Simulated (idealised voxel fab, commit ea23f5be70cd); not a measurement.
The following process module bears the name voxel self aligned vias.
Section shown: cut. Width: 190 nm. Cell size: 5 nm, square.
The cross-sections in this document take the form of a grid made of square cells. They are written out as bands, in order from top to bottom. Each band consists of one or more rows of cells. Each band's line starts with the height of the band's top and of its bottom, in nm. Then come its materials from left to right, each with its width in nm. One material with "full width" fills the band from edge to edge. "air" is empty space. A quick word on heights: they are counted from 0, and under that level the wafer as it came to us is one material throughout. The lowest band is different from the rest in having no bottom; it simply continues downward, written as in "top 0, no bottom". Read "30 to 40" as a graded width: first number on top, second number at the bottom, same change between each pair of neighbouring rows. A step reported as "nothing altered" is a step in which no cell of the cross-section changed. So "Voids, sealed" is basically the list of trapped voids: any empty space of 8 cells or more that can't reach the top through an opening. They're written width x height at distance, the distance being from the left edge, and it's all nm. If you see something after the settings on a step's line, that's the simulator's own remark about that step. The "overlay nm" setting may appear on a step's line; for a step that uses a mask, it gives how far to the right of its planned position the mask lay, and a negative value indicates the left.
PLANNED PROCESS STEPS
1) RECEIVE: material Si
2) CONFORMAL_DEP: material SiO2, thk nm 10
3) CONFORMAL_DEP: material SiCN, thk nm 5
4) DIRECTIONAL_DEP: material lowk, thk nm 20
5) PATTERN: tone open, mask id LINES, material resist, width nm 20, pitch nm 55, thk nm 20, overlay nm 0
6) DIRECTIONAL_ETCH: etch materials lowk, depth nm 20
7) STRIP: etch materials resist
8) CONFORMAL_DEP: material TiN, thk nm 5
9) FILL_DEP: material W, thk nm 10
10) CMP: height nm 35
11) SELECTIVE_ETCH: etch materials W Ru TiN, depth nm 10
12) FILL_DEP: material SiN, thk nm 10
13) CMP: height nm 35
14) DIRECTIONAL_DEP: material lowk, thk nm 15
15) DIRECTIONAL_DEP: material aC, thk nm 15
16) PATTERN: tone open, mask id VIAS, material resist, width nm 30, pitch nm 55, thk nm 30, overlay nm 0
17) DIRECTIONAL_ETCH: etch materials aC, depth nm 15
18) STRIP: etch materials resist
19) DIRECTIONAL_ETCH: etch materials lowk, depth nm 15
20) DIRECTIONAL_ETCH: etch materials SiN, depth nm 10
21) STRIP: etch materials aC
22) CONFORMAL_DEP: material TiN, thk nm 5
23) FILL_DEP: material W, thk nm 10
24) CMP: height nm 50
25) CONFORMAL_DEP: material SiCN, thk nm 5
RECEIVED-STATE CROSS-SECTION, REFLECTING COMPLETION OF STEP 1
	top 0, no bottom = Si full width
	Voids, sealed: none
FIRST OF TWO WAFERS, END-OF-MODULE SECTION, RUN FOLLOWED PLAN
	top 55, bottom 50 = SiCN full width
	top 50, bottom 40 = lowk=25 | TiN=5 | W=20 | TiN=5 | lowk=25 | TiN=5 | W=20 | TiN=5 | lowk=25 | TiN=5 | W=20 | TiN=5 | lowk=25
	top 40, bottom 30 = lowk=25 to 30 | TiN=10 to 5 | W=10 | TiN=10 to 5 | lowk=25 to 35 | TiN=10 to 5 | W=10 | TiN=10 to 5 | lowk=25 to 35 | TiN=10 to 5 | W=10 | TiN=10 to 5 | lowk=25 to 30
	top 30, bottom 25 = lowk=30 | TiN=20 | lowk=35 | TiN=20 | lowk=35 | TiN=20 | lowk=30
	top 25, bottom 20 = lowk=30 | TiN=5 | W=10 | TiN=5 | lowk=35 | TiN=5 | W=10 | TiN=5 | lowk=35 | TiN=5 | W=10 | TiN=5 | lowk=30
	top 20, bottom 15 = lowk=30 | TiN=20 | lowk=35 | TiN=20 | lowk=35 | TiN=20 | lowk=30
	top 15, bottom 10 = SiCN full width
	top 10, bottom 0 = SiO2 full width
	top 0, no bottom = Si full width
	Voids, sealed: none
WAFER TWO (OF TWO), END-OF-MODULE CROSS-SECTION: START = WAFER ONE, PLAN = WAFER ONE, ONE RUN MISTAKE
	top 55, bottom 50 = SiCN full width
	top 50, bottom 30 = lowk=25 | TiN=5 | W=20 | TiN=5 | lowk=25 | TiN=5 | W=20 | TiN=5 | lowk=25 | TiN=5 | W=20 | TiN=5 | lowk=25
	top 30, bottom 25 = lowk=25 | TiN=30 | lowk=25 | TiN=30 | lowk=25 | TiN=30 | lowk=25
	top 25, bottom 20 = lowk=25 | TiN=10 | W=10 | TiN=10 | lowk=25 | TiN=10 | W=10 | TiN=10 | lowk=25 | TiN=10 | W=10 | TiN=10 | lowk=25
	top 20, bottom 15 = lowk=30 | TiN=20 | lowk=35 | TiN=20 | lowk=35 | TiN=20 | lowk=30
	top 15, bottom 10 = SiCN full width
	top 10, bottom 0 = SiO2 full width
	top 0, no bottom = Si full width
	Voids, sealed: none
Deviation from plan: step 19 of the plan was performed twice
At the finish, the second wafer shows more or fewer cells for some materials than the first does: TiN +6; W +12; lowk -18
